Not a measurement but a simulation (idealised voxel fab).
voxel plated lines: a process module
cross-section cut | 175 nm wide | cells 5 nm
Each cross-section below is a grid of square cells, stated as bands in top-down order, with one or more rows of cells making up each band. It is stipulated that each band's entry specify, in nanometres, the height of the top of the band and then that of its bottom, followed by the materials of the band in left-to-right sequence, each together with its width in nanometres. A single material marked by the word "full width" is understood to fill the band from edge to edge; the word "blank" is understood to denote empty space. Where do heights start? At 0: under that level the wafer as delivered is made of one material only. And the lowest band has no floor; it just carries on downward, as in "0 -> down". A two-number width, for instance "30..40", indicates that the width is equal to the first number in the top row of the band and to the second number in the bottom row, and that it changes by a constant amount per row of cells. Key: "no alteration" - step with no changed cell in the cross-section. In the "Fully sealed cavities" entry, you get each enclosed empty space of 8 cells or more, one with no open way to the top, written width x height at distance, distance from the left edge, in nm. Text after the settings on a step's line: the simulator's own remark on that step. What "overlay nm" on a step's line means: if the step has a mask, that mask lay this far to the right of its planned place, or, when the value is negative, to the left.
# Process steps foreseen in the plan
1,RECEIVE | material Si
2,CONFORMAL_DEP | material SiO2 | thk nm 5
3,DIRECTIONAL_DEP | material TiN | thk nm 5
4,PATTERN | tone open | mask id LINES | material resist | width nm 15 | pitch nm 35 | thk nm 20 | overlay nm 0
5,EPI | material Ru | thk nm 10
6,STRIP | etch materials resist
7,DIRECTIONAL_ETCH | etch materials TiN | depth nm 5
8,CONFORMAL_DEP | material SiCN | thk nm 5
Quick note for whoever runs this: the wafers start identical, but the thk nm at step 8 isn't the same across them. The plan just shows what the first wafer had.
# The first of several wafers as received, shown in cross-section; this is its state after step 1
> 0 -> down | Si full width
> Fully sealed cavities: none
# At the end of the module, after its last step, step 8, the first of several wafers appears in cross-section as follows
> 25 -> 20 | blank: 20, then SiCN: 25, then blank: 10, then SiCN: 25, then blank: 10, then SiCN: 25, then blank: 10, then SiCN: 25, then blank: 25
> 20 -> 10 | blank: 20, then SiCN: 5, then Ru: 15, then SiCN: 5, then blank: 10, then SiCN: 5, then Ru: 15, then SiCN: 5, then blank: 10, then SiCN: 5, then Ru: 15, then SiCN: 5, then blank: 10, then SiCN: 5, then Ru: 15, then SiCN: 5, then blank: 25
> 10 -> 5 | SiCN: 25, then TiN: 15, then SiCN: 20, then TiN: 15, then SiCN: 20, then TiN: 15, then SiCN: 20, then TiN: 15, then SiCN: 30
> 5 -> 0 | SiO2 full width
> 0 -> down | Si full width
> Fully sealed cavities: none
# Last wafer x-sec, end of module
> 45 -> 30 | SiCN: 170, then blank: 5
> 30 -> 20 | SiCN full width
> 20 -> 10 | SiCN: 25, then Ru: 15, then SiCN: 20, then Ru: 15, then SiCN: 20, then Ru: 15, then SiCN: 20, then Ru: 15, then SiCN: 30
> 10 -> 5 | SiCN: 25, then TiN: 15, then SiCN: 20, then TiN: 15, then SiCN: 20, then TiN: 15, then SiCN: 20, then TiN: 15, then SiCN: 30
> 5 -> 0 | SiO2 full width
> 0 -> down | Si full width
> Fully sealed cavities: none
# For your reference, the table is organized with a row per wafer; each row reflects the wafer at the end of the module, indicating for each material the cells gained (+) or lost (-) since receipt, and thereafter its closed voids
thk nm 5 | +24 Ru | +59 SiCN | +35 SiO2 | +12 TiN | Fully sealed cavities: none
thk nm 10 | +24 Ru | +118 SiCN | +35 SiO2 | +12 TiN | Fully sealed cavities: none
thk nm 15 | +24 Ru | +159 SiCN | +35 SiO2 | +12 TiN | Fully sealed cavities: none
thk nm 20 | +24 Ru | +200 SiCN | +35 SiO2 | +12 TiN | Fully sealed cavities: none
thk nm 25 | +24 Ru | +241 SiCN | +35 SiO2 | +12 TiN | Fully sealed cavities: none
